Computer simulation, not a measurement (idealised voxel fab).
process module | voxel transistor to metal
cross-section cut | 270 nm wide | cells 5 nm
A cross-section is a grid of square cells, given in bands from the top down. A band is one or more rows of cells.
Each band's line starts with the height of the band's top and of its bottom, in nm. Then come its materials from left to right, each with its width in nm. One material with "throughout" fills the band from edge to edge. "air" is empty space.
Height 0 is the level under which the wafer as received is all one material. The lowest band goes on downwards, as in "0 down".
A width such as "30 to 40" changes by the same amount from each row of cells to the next, from the band's top row to its bottom row.
"no change" after a step means that no cell of the cross-section changed.
closed voids: empty space of 8 cells or more with no open way to the top, each as width x height at its distance from the left edge, in nm
after a step's settings: what the simulator itself notes on the step
overlay nm, on a step with a mask: how far to the right of its planned place the mask lay; to the left if negative
plan
1 op RECEIVE | material Si
2 op OXIDIZE | depth nm 5
3 op CONFORMAL_DEP | material SiN | thk nm 10
4 op MASKED_ETCH | tone cover | mask id ACTIVE | width nm 95 | pitch nm 115 | etch materials SiN | depth nm 10 | overlay nm 0
5 op MASKED_ETCH | tone cover | mask id ACTIVE | width nm 95 | pitch nm 115 | etch materials SiO2 | depth nm 5 | overlay nm 0
6 op MASKED_ETCH | tone cover | mask id ACTIVE | width nm 95 | pitch nm 115 | etch materials Si | depth nm 25 | overlay nm 0
7 op OXIDIZE | depth nm 5
8 op FILL_DEP | material SiO2 | thk nm 10
9 op CMP | height nm 10
10 op SELECTIVE_ETCH | etch materials SiO2 | depth nm 5
11 op STRIP | etch materials SiN
12 op SELECTIVE_ETCH | etch materials SiO2 | depth nm 5
13 op OXIDIZE | depth nm 5
14 op DIRECTIONAL_DEP | material polySi | thk nm 30
15 op DIRECTIONAL_DEP | material SiCN | thk nm 10
16 op MASKED_ETCH | tone cover | mask id GATE | width nm 15 | pitch nm 115 | etch materials SiCN | depth nm 20 | overlay nm 0
17 op MASKED_ETCH | tone cover | mask id GATE | width nm 15 | pitch nm 115 | etch materials polySi | depth nm 40 | overlay nm 0
18 op CONFORMAL_DEP | material SiO2 | thk nm 5
19 op DIRECTIONAL_ETCH | etch materials SiO2 | depth nm 5
20 op CONFORMAL_DEP | material SiN | thk nm 10
21 op DIRECTIONAL_ETCH | etch materials SiN | depth nm 10
22 op DIRECTIONAL_ETCH | etch materials SiO2 | depth nm 5
23 op DIRECTIONAL_ETCH | etch materials Si | depth nm 15
24 op EPI | material nSi | thk nm 15
25 op FILL_DEP | material SiO2 | thk nm 10
26 op CMP | height nm 35
27 op DIRECTIONAL_DEP | material SiO2 | thk nm 15
28 op DIRECTIONAL_DEP | material aC | thk nm 15
29 op PATTERN | tone open | mask id CONTACT | material resist | width nm 30 | thk nm 35 | overlay nm 0
30 op DIRECTIONAL_ETCH | etch materials aC | depth nm 15
31 op STRIP | etch materials resist
32 op DIRECTIONAL_ETCH | etch materials SiO2 | depth nm 45
33 op STRIP | etch materials aC
34 op CONFORMAL_DEP | material TiN | thk nm 5
35 op FILL_DEP | material W | thk nm 10
36 op CMP | height nm 50
37 op DIRECTIONAL_DEP | material TiN | thk nm 5
38 op DIRECTIONAL_DEP | material Ru | thk nm 15
39 op MASKED_ETCH | tone cover | mask id METAL_1 | width nm 15 | etch materials Ru | depth nm 15 | overlay nm 0
40 op MASKED_ETCH | tone cover | mask id METAL_1 | width nm 15 | etch materials TiN | depth nm 5 | overlay nm -15
41 op CONFORMAL_DEP | material SiCN | thk nm 5
42 op FILL_DEP | material SiO2 | thk nm 5
43 op CMP | height nm 70
44 op CONFORMAL_DEP | material SiCN | thk nm 5
varied across the wafers: overlay nm of step 40. The plan shows the first wafer's value. All wafers start alike
first wafer as received, after step 1
  0 down: Si throughout
  closed voids: none
each wafer at the end: cells of each material gained (+) or lost (-) since it was received, then its closed voids
overlay nm -15 | +36 Ru | -244 Si | +132 SiCN | +72 SiN | +510 SiO2 | +112 TiN | +80 W | +76 nSi | +36 polySi | closed voids: none
overlay nm -10 | +36 Ru | -244 Si | +132 SiCN | +72 SiN | +514 SiO2 | +108 TiN | +80 W | +76 nSi | +36 polySi | closed voids: none
overlay nm -5 | +36 Ru | -244 Si | +132 SiCN | +72 SiN | +518 SiO2 | +104 TiN | +80 W | +76 nSi | +36 polySi | closed voids: none
overlay nm 0 | +36 Ru | -244 Si | +132 SiCN | +72 SiN | +522 SiO2 | +100 TiN | +80 W | +76 nSi | +36 polySi | closed voids: none
overlay nm 5 | +36 Ru | -244 Si | +132 SiCN | +72 SiN | +518 SiO2 | +104 TiN | +80 W | +76 nSi | +36 polySi | closed voids: none
overlay nm 10 | +36 Ru | -244 Si | +132 SiCN | +72 SiN | +514 SiO2 | +108 TiN | +80 W | +76 nSi | +36 polySi | closed voids: none
overlay nm 15 | +36 Ru | -244 Si | +132 SiCN | +72 SiN | +510 SiO2 | +112 TiN | +80 W | +76 nSi | +36 polySi | closed voids: none
